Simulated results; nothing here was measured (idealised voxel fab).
A process module follows: voxel lift off.
This is section cut - it's 155 nm across, gridded in 5 nm square cells.
Think of the cross-section as a grid of square cells. We describe it in bands, top to bottom, and each band covers one or more rows of those cells.
Band: top height; bottom height; in nm. Then, left to right: material with width in nm, for each material. "all across": a single material spanning edge to edge. "empty": empty space.
Height is counted from the level 0, under which the received wafer is composed throughout of one material. The lowest of the bands is not closed at the bottom but continues downward, in the notation "0 and below".
The notation "30 to 40" denotes a width that varies across the rows of cells in the band, beginning at the first number in the top row, finishing at the second number in the bottom row, and changing by an identical amount from each row to the next.
"all unchanged", as given for a step, is the statement that not any cell of the cross-section underwent a change during that step.
"Completely enclosed voids" contains a list of empty spaces, each no smaller than 8 cells and without an open way to the top, written in the form width x height at distance with the distance from the left edge and all three in nm.
after a step's settings: what the simulator itself notes on the step
overlay nm: how far to the right of its planned place the mask lay on this masked step (negative: to the left).
## List of planned process steps
1 RECEIVE | material Si
2 CONFORMAL_DEP | material Al2O3 | thk nm 5
3 PATTERN | tone open | mask id LINES | material resist | width nm 15 | pitch nm 30 | thk nm 25 | overlay nm 0
4 DIRECTIONAL_DEP | material Ru | thk nm 15
5 STRIP | etch materials resist
6 CONFORMAL_DEP | material SiO2 | thk nm 5
## Of two wafers, the first: run according to plan
## As-received state of the wafer in cross-section, equivalent to post-step 1
> 0 and below  Si all across
> Completely enclosed voids: none
## Step 2 done - wafer cross-section
> 5 down to 0  Al2O3 all across
> Nothing below the height 0 has changed.
## Step 3 done - wafer cross-section
> 30 down to 5  resist 25 nm | empty 15 nm | resist 15 nm | empty 15 nm | resist 15 nm | empty 15 nm | resist 15 nm | empty 15 nm | resist 25 nm
> Nothing below the height 5 has changed.
## Step 4 done - wafer cross-section
> 45 down to 30  Ru 25 nm | empty 15 nm | Ru 15 nm | empty 15 nm | Ru 15 nm | empty 15 nm | Ru 15 nm | empty 15 nm | Ru 25 nm
> 30 down to 20  resist 25 nm | empty 15 nm | resist 15 nm | empty 15 nm | resist 15 nm | empty 15 nm | resist 15 nm | empty 15 nm | resist 25 nm
> 20 down to 5  resist 25 nm | Ru 15 nm | resist 15 nm | Ru 15 nm | resist 15 nm | Ru 15 nm | resist 15 nm | Ru 15 nm | resist 25 nm
> Nothing below the height 5 has changed.
## Step 5 done - wafer cross-section
> 20 down to 5  empty 25 nm | Ru 15 nm | empty 15 nm | Ru 15 nm | empty 15 nm | Ru 15 nm | empty 15 nm | Ru 15 nm | empty 25 nm
> Nothing below the height 5 has changed.
## Step 6 done - wafer cross-section
> 25 down to 20  empty 20 nm | SiO2 25 nm | empty 5 nm | SiO2 25 nm | empty 5 nm | SiO2 25 nm | empty 5 nm | SiO2 25 nm | empty 20 nm
> 20 down to 10  empty 20 nm | SiO2 5 nm | Ru 15 nm | SiO2 5 nm | empty 5 nm | SiO2 5 nm | Ru 15 nm | SiO2 5 nm | empty 5 nm | SiO2 5 nm | Ru 15 nm | SiO2 5 nm | empty 5 nm | SiO2 5 nm | Ru 15 nm | SiO2 5 nm | empty 20 nm
> 10 down to 5  SiO2 25 nm | Ru 15 nm | SiO2 15 nm | Ru 15 nm | SiO2 15 nm | Ru 15 nm | SiO2 15 nm | Ru 15 nm | SiO2 25 nm
> Nothing below the height 5 has changed.
## The second wafer began exactly as the first did and followed the same plan, but one mistake was made while running it; through step 3 inclusive, the two wafers are identical
## Second wafer at the planned finish of step 4, seen in cross-section
> 45 down to 30  Al2O3 25 nm | empty 15 nm | Al2O3 15 nm | empty 15 nm | Al2O3 15 nm | empty 15 nm | Al2O3 15 nm | empty 15 nm | Al2O3 25 nm
> 30 down to 20  resist 25 nm | empty 15 nm | resist 15 nm | empty 15 nm | resist 15 nm | empty 15 nm | resist 15 nm | empty 15 nm | resist 25 nm
> 20 down to 5  resist 25 nm | Al2O3 15 nm | resist 15 nm | Al2O3 15 nm | resist 15 nm | Al2O3 15 nm | resist 15 nm | Al2O3 15 nm | resist 25 nm
> Nothing below the height 5 has changed.
## Second wafer at the planned finish of step 5, seen in cross-section
> 20 down to 5  empty 25 nm | Al2O3 15 nm | empty 15 nm | Al2O3 15 nm | empty 15 nm | Al2O3 15 nm | empty 15 nm | Al2O3 15 nm | empty 25 nm
> Nothing below the height 5 has changed.
## Second wafer at the planned finish of step 6, seen in cross-section
> 25 down to 20  empty 20 nm | SiO2 25 nm | empty 5 nm | SiO2 25 nm | empty 5 nm | SiO2 25 nm | empty 5 nm | SiO2 25 nm | empty 20 nm
> 20 down to 10  empty 20 nm | SiO2 5 nm | Al2O3 15 nm | SiO2 5 nm | empty 5 nm | SiO2 5 nm | Al2O3 15 nm | SiO2 5 nm | empty 5 nm | SiO2 5 nm | Al2O3 15 nm | SiO2 5 nm | empty 5 nm | SiO2 5 nm | Al2O3 15 nm | SiO2 5 nm | empty 20 nm
> 10 down to 5  SiO2 25 nm | Al2O3 15 nm | SiO2 15 nm | Al2O3 15 nm | SiO2 15 nm | Al2O3 15 nm | SiO2 15 nm | Al2O3 15 nm | SiO2 25 nm
> Nothing below the height 5 has changed.
Deviation from plan: heads up, step 4 didn't go per plan, it actually ran as DIRECTIONAL_DEP | material Al2O3 | thk nm 15
Final difference in cells, second wafer against first, listed per material as more or fewer: Al2O3 +36 | Ru -36
